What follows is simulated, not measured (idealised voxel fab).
Proc. module: voxel capacitor over wiring
Square cell edge 5 nm, section width 270 nm, ID cut.
Just so we're on the same page, the cross-sections are grids of square cells, and they're listed out in bands top to bottom, each band one or more rows deep. Within each band entry, the heights of the top and of the bottom of the band appear first, in that order and in nm; the materials of the band then follow from left to right, each with its corresponding width in nm. The designation "all across" on a single material indicates that it fills the band from edge to edge; the designation "blank" indicates empty space. Note: height 0 marks the level under which the wafer is uniformly one material as received. Lowest band unbounded below, written "0 nm and below". A two-number width, for instance "30..40", indicates that the width is equal to the first number in the top row of the band and to the second number in the bottom row, and that it changes by a constant amount per row of cells. Basically "no modification" means that step didn't change any cell in the cross-section. In "Sealed voids" the enclosed voids are listed, meaning empty spaces of 8 cells or larger without any opening to the top. The form is width x height at distance, distance from the left edge, units nm. The remark found on a step's line after its settings is issued by the simulator itself and pertains to that step. "overlay nm" answers the question of how far to the right of plan the mask lay on a step that has a mask, and when it is negative the answer is to the left.
Process steps foreseen in the plan
1,RECEIVE | material Si
2,CONFORMAL_DEP | material SiO2 | thk nm 15
3,DIRECTIONAL_DEP | material TiN | thk nm 5
4,DIRECTIONAL_DEP | material Ru | thk nm 25
5,PATTERN | tone cover | mask id METAL_1 | material resist | width nm 20 | pitch nm 75 | thk nm 15 | overlay nm 0
6,DIRECTIONAL_ETCH | etch materials Ru | depth nm 25
7,DIRECTIONAL_ETCH | etch materials TiN | depth nm 5
8,STRIP | etch materials resist
9,CONFORMAL_DEP | material SiN | thk nm 5
10,FILL_DEP | material lowk | thk nm 10
11,CMP | height nm 45
12,CONFORMAL_DEP | material SiCN | thk nm 5
13,DIRECTIONAL_DEP | material lowk | thk nm 10
14,DIRECTIONAL_DEP | material aC | thk nm 10
15,PATTERN | tone open | mask id PLUG_1 | material resist | width nm 15 | thk nm 25 | overlay nm 0
16,DIRECTIONAL_ETCH | etch materials aC | depth nm 10
17,STRIP | etch materials resist
18,DIRECTIONAL_ETCH | etch materials lowk | depth nm 10
19,DIRECTIONAL_ETCH | etch materials SiCN | depth nm 5
20,STRIP | etch materials aC
21,CONFORMAL_DEP | material TiN | thk nm 5
22,FILL_DEP | material Ru | thk nm 10
23,CMP | height nm 60
24,DIRECTIONAL_DEP | material TiN | thk nm 10
25,DIRECTIONAL_DEP | material SiN | thk nm 5
26,DIRECTIONAL_DEP | material TiN | thk nm 10
27,PATTERN | tone cover | mask id UPPER_PLATE | material resist | width nm 60 | thk nm 20 | overlay nm 0
28,DIRECTIONAL_ETCH | etch materials TiN | depth nm 10
29,DIRECTIONAL_ETCH | etch materials SiN | depth nm 5
30,STRIP | etch materials resist
31,MASKED_ETCH | tone cover | mask id LOWER_PLATE | width nm 70 | etch materials TiN | depth nm 10 | overlay nm 0
32,FILL_DEP | material SiO2 | thk nm 20
33,CMP | height nm 100
34,DIRECTIONAL_DEP | material aC | thk nm 10
35,PATTERN | tone open | mask id PLUG_2 | material resist | width nm 15 | thk nm 25 | overlay nm 0
36,DIRECTIONAL_ETCH | etch materials aC | depth nm 10
37,STRIP | etch materials resist
38,DIRECTIONAL_ETCH | etch materials SiO2 | depth nm 15
39,STRIP | etch materials aC
40,CONFORMAL_DEP | material TiN | thk nm 5
41,FILL_DEP | material Ru | thk nm 10
42,CMP | height nm 100
43,CONFORMAL_DEP | material SiN | thk nm 5
Wafer as received: cross-section following step 1
> 0 nm and below | Si all across
> Sealed voids: none
First of two wafers, end-of-module section, run followed plan
> 105 nm to 100 nm | SiN all across
> 100 nm to 90 nm | SiO2 100 nm, then TiN 5 nm, then Ru 5 nm, then TiN 5 nm, then SiO2 155 nm
> 90 nm to 85 nm | SiO2 100 nm, then TiN 15 nm, then SiO2 155 nm
> 85 nm to 75 nm | SiO2 90 nm, then TiN 60 nm, then SiO2 120 nm
> 75 nm to 70 nm | SiO2 90 nm, then SiN 60 nm, then SiO2 120 nm
> 70 nm to 60 nm | SiO2 85 nm, then TiN 70 nm, then SiO2 115 nm
> 60 nm to 50 nm | lowk 90 nm, then TiN 5 nm, then Ru 5 nm, then TiN 5 nm, then lowk 165 nm
> 50 nm to 45 nm | SiCN 90 nm, then TiN 15 nm, then SiCN 165 nm
> 45 nm to 20 nm | lowk 80 nm, then SiN 5 nm, then Ru 20 nm, then SiN 5 nm, then lowk 45 nm, then SiN 5 nm, then Ru 20 nm, then SiN 5 nm, then lowk 85 nm
> 20 nm to 15 nm | SiN 85 nm, then TiN 20 nm, then SiN 55 nm, then TiN 20 nm, then SiN 90 nm
> 15 nm to 0 nm | SiO2 all across
> 0 nm and below | Si all across
> Sealed voids: none
Now the second wafer, cross-sectioned at the end of the module. Nothing different at the start, nothing different in the plan compared with the first, just one mistake when it was actually run
> 105 nm to 100 nm | SiN all across
> 100 nm to 90 nm | SiO2 100 nm, then TiN 5 nm, then Ru 5 nm, then TiN 5 nm, then SiO2 155 nm
> 90 nm to 85 nm | SiO2 100 nm, then TiN 15 nm, then SiO2 155 nm
> 85 nm to 75 nm | SiO2 90 nm, then TiN 60 nm, then SiO2 120 nm
> 75 nm to 70 nm | SiO2 90 nm, then SiN 60 nm, then SiO2 120 nm
> 70 nm to 60 nm | SiO2 85 nm, then TiN 70 nm, then SiO2 115 nm
> 60 nm to 50 nm | Ru 85 nm, then TiN 5 nm, then lowk 15 nm, then TiN 5 nm, then Ru 160 nm
> 50 nm to 45 nm | TiN 90 nm, then SiCN 15 nm, then TiN 165 nm
> 45 nm to 20 nm | lowk 80 nm, then SiN 5 nm, then Ru 20 nm, then SiN 5 nm, then lowk 45 nm, then SiN 5 nm, then Ru 20 nm, then SiN 5 nm, then lowk 85 nm
> 20 nm to 15 nm | SiN 85 nm, then TiN 20 nm, then SiN 55 nm, then TiN 20 nm, then SiN 90 nm
> 15 nm to 0 nm | SiO2 all across
> 0 nm and below | Si all across
> Sealed voids: none
It is concluded that the wafer was processed incorrectly with respect to the plan, in that step 15 ran with different settings than intended, the actual operation and settings being PATTERN | tone cover | mask id PLUG_1 | material resist | width nm 15 | thk nm 25 | overlay nm 0
In the final state, the cell counts of the second wafer exceed or fall short of those of the first for the following materials: Ru: 96 more | SiCN: 48 fewer | TiN: 48 more | lowk: 96 fewer
